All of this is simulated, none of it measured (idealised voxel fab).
Process module in this document: voxel gate over fins
It is cross-section cut that appears here, measuring 235 nm in width, its square cells being 5 nm in size.
A cross-section is written here as square cells arranged in a grid, and it is given in bands from the top down, each band taking up one or more rows of cells.
First you get the band's top height and its bottom height, in nm, and then the materials it's made of, left to right, with each width in nm. If you see a single material with "all across", that one covers the band edge to edge. "empty" is empty space.
Beneath 0, the wafer as received is one material, and that level is where height counting begins. The lowest band goes on downward without a bottom; it is written like "z 0 and below".
You'd read "30..40" like this: the band's top row of cells is as wide as the first number, its bottom row is as wide as the second, and going down, every row changes width by the same amount as the row before did.
Basically "no alterations made" means that step didn't change any cell in the cross-section.
In the "Voids lacking openings" entry, you get each enclosed empty space of 8 cells or more, one with no open way to the top, written width x height at distance, distance from the left edge, in nm.
That trailing text on a step's line, after the settings, is the simulator's own remark on the step.
The optional step-line setting "overlay nm" applies to steps with a mask and quantifies how far to the right of its planned location the mask lay, a negative value indicating leftward placement.
Pairs ahead. Before: cross-section ahead of one process step. After: cross-section once the step is done, shown to the lowest changed band only. Under each pair: that step, with settings. Caution: pairs may come from different runs of this module on the same starting wafer; a pair follows the pair above only where its "State before step" entry says so.

State before step:
- z 5 to 0: empty: 35 / HfO2: 15 / empty: 35 / HfO2: 15 / empty: 35 / HfO2: 15 / empty: 35 / HfO2: 15 / empty: 35
- z 0 to -5: empty: 35 / HfO2: 5 / Si: 5 / HfO2: 5 / empty: 35 / HfO2: 5 / Si: 5 / HfO2: 5 / empty: 35 / HfO2: 5 / Si: 5 / HfO2: 5 / empty: 35 / HfO2: 5 / Si: 5 / HfO2: 5 / empty: 35
- z -5 to -10: HfO2: 40 / Si: 5 / HfO2: 45 / Si: 5 / HfO2: 45 / Si: 5 / HfO2: 45 / Si: 5 / HfO2: 40
- z -10 to -20: SiO2: 40 / Si: 5 / SiO2: 45 / Si: 5 / SiO2: 45 / Si: 5 / SiO2: 45 / Si: 5 / SiO2: 40
- z -20 to -25: TiN: 35 / SiO2: 5 / Si: 5 / SiO2: 5 / TiN: 10 / SiO2: 15 / TiN: 10 / SiO2: 5 / Si: 5 / SiO2: 5 / TiN: 35 / SiO2: 5 / Si: 5 / SiO2: 5 / TiN: 35 / SiO2: 5 / Si: 5 / SiO2: 5 / TiN: 35
- z -25 to -35: SiO2: 40 / Si: 5 / SiO2: 45 / Si: 5 / SiO2: 45 / Si: 5 / SiO2: 45 / Si: 5 / SiO2: 40
- z -35 and below: Si all across
- Voids lacking openings: none

Post-Step Cross-Section:
- z 10 to 5: empty: 30 / TiN: 25 / empty: 25 / TiN: 25 / empty: 25 / TiN: 25 / empty: 25 / TiN: 25 / empty: 30
- z 5 to 0: empty: 30 / TiN: 5 / HfO2: 15 / TiN: 5 / empty: 25 / TiN: 5 / HfO2: 15 / TiN: 5 / empty: 25 / TiN: 5 / HfO2: 15 / TiN: 5 / empty: 25 / TiN: 5 / HfO2: 15 / TiN: 5 / empty: 30
- z 0 to -5: TiN: 35 / HfO2: 5 / Si: 5 / HfO2: 5 / TiN: 35 / HfO2: 5 / Si: 5 / HfO2: 5 / TiN: 35 / HfO2: 5 / Si: 5 / HfO2: 5 / TiN: 35 / HfO2: 5 / Si: 5 / HfO2: 5 / TiN: 35
- All layers under -5 are left as they were.
- Voids lacking openings: none
It is this step that lies between the two cross-sections above: CONFORMAL_DEP, material TiN, thk nm 5

State before step: identical to the post-step cross-section of the immediately preceding pair.

Post-Step Cross-Section:
- z 15 to 10: empty: 25 / TiAl: 35 / empty: 15 / TiAl: 35 / empty: 15 / TiAl: 35 / empty: 15 / TiAl: 35 / empty: 25
- z 10 to 5: empty: 25 / TiAl: 5 / TiN: 25 / TiAl: 5 / empty: 15 / TiAl: 5 / TiN: 25 / TiAl: 5 / empty: 15 / TiAl: 5 / TiN: 25 / TiAl: 5 / empty: 15 / TiAl: 5 / TiN: 25 / TiAl: 5 / empty: 25
- z 5 to 0: TiAl: 30 / TiN: 5 / HfO2: 15 / TiN: 5 / TiAl: 25 / TiN: 5 / HfO2: 15 / TiN: 5 / TiAl: 25 / TiN: 5 / HfO2: 15 / TiN: 5 / TiAl: 25 / TiN: 5 / HfO2: 15 / TiN: 5 / TiAl: 30
- All layers under 0 are left as they were.
- Voids lacking openings: none
It is this step that lies between the two cross-sections above: CONFORMAL_DEP, material TiAl, thk nm 5

State before step: identical to the post-step cross-section of the immediately preceding pair.

Post-Step Cross-Section:
- z 20 to 15: empty: 20 / TiN: 45 / empty: 5 / TiN: 45 / empty: 5 / TiN: 45 / empty: 5 / TiN: 45 / empty: 20
- z 15 to 10: empty: 20 / TiN: 5 / TiAl: 35 / TiN: 5 / empty: 5 / TiN: 5 / TiAl: 35 / TiN: 5 / empty: 5 / TiN: 5 / TiAl: 35 / TiN: 5 / empty: 5 / TiN: 5 / TiAl: 35 / TiN: 5 / empty: 20
- z 10 to 5: TiN: 25 / TiAl: 5 / TiN: 25 / TiAl: 5 / TiN: 15 / TiAl: 5 / TiN: 25 / TiAl: 5 / TiN: 15 / TiAl: 5 / TiN: 25 / TiAl: 5 / TiN: 15 / TiAl: 5 / TiN: 25 / TiAl: 5 / TiN: 25
- All layers under 5 are left as they were.
- Voids lacking openings: none
It is this step that lies between the two cross-sections above: CONFORMAL_DEP, material TiN, thk nm 5

State before step: identical to the post-step cross-section of the immediately preceding pair.

Post-Step Cross-Section:
- z 30 to 20: W all across
- z 20 to 15: W: 20 / TiN: 45 / W: 5 / TiN: 45 / W: 5 / TiN: 45 / W: 5 / TiN: 45 / W: 20
- z 15 to 10: W: 20 / TiN: 5 / TiAl: 35 / TiN: 5 / W: 5 / TiN: 5 / TiAl: 35 / TiN: 5 / W: 5 / TiN: 5 / TiAl: 35 / TiN: 5 / W: 5 / TiN: 5 / TiAl: 35 / TiN: 5 / W: 20
- All layers under 10 are left as they were.
- Voids lacking openings: none
It is this step that lies between the two cross-sections above: FILL_DEP, material W, thk nm 10

State before step: identical to the post-step cross-section of the immediately preceding pair.

Post-Step Cross-Section:
- z 25 to 20: W all across
- All layers under 20 are left as they were.
- Voids lacking openings: none
It is this step that lies between the two cross-sections above: CMP, height nm 25

State before step: identical to the post-step cross-section of the immediately preceding pair.

Post-Step Cross-Section:
- z 30 to 25: SiN all across
- All layers under 25 are left as they were.
- Voids lacking openings: none
It is this step that lies between the two cross-sections above: CONFORMAL_DEP, material SiN, thk nm 5
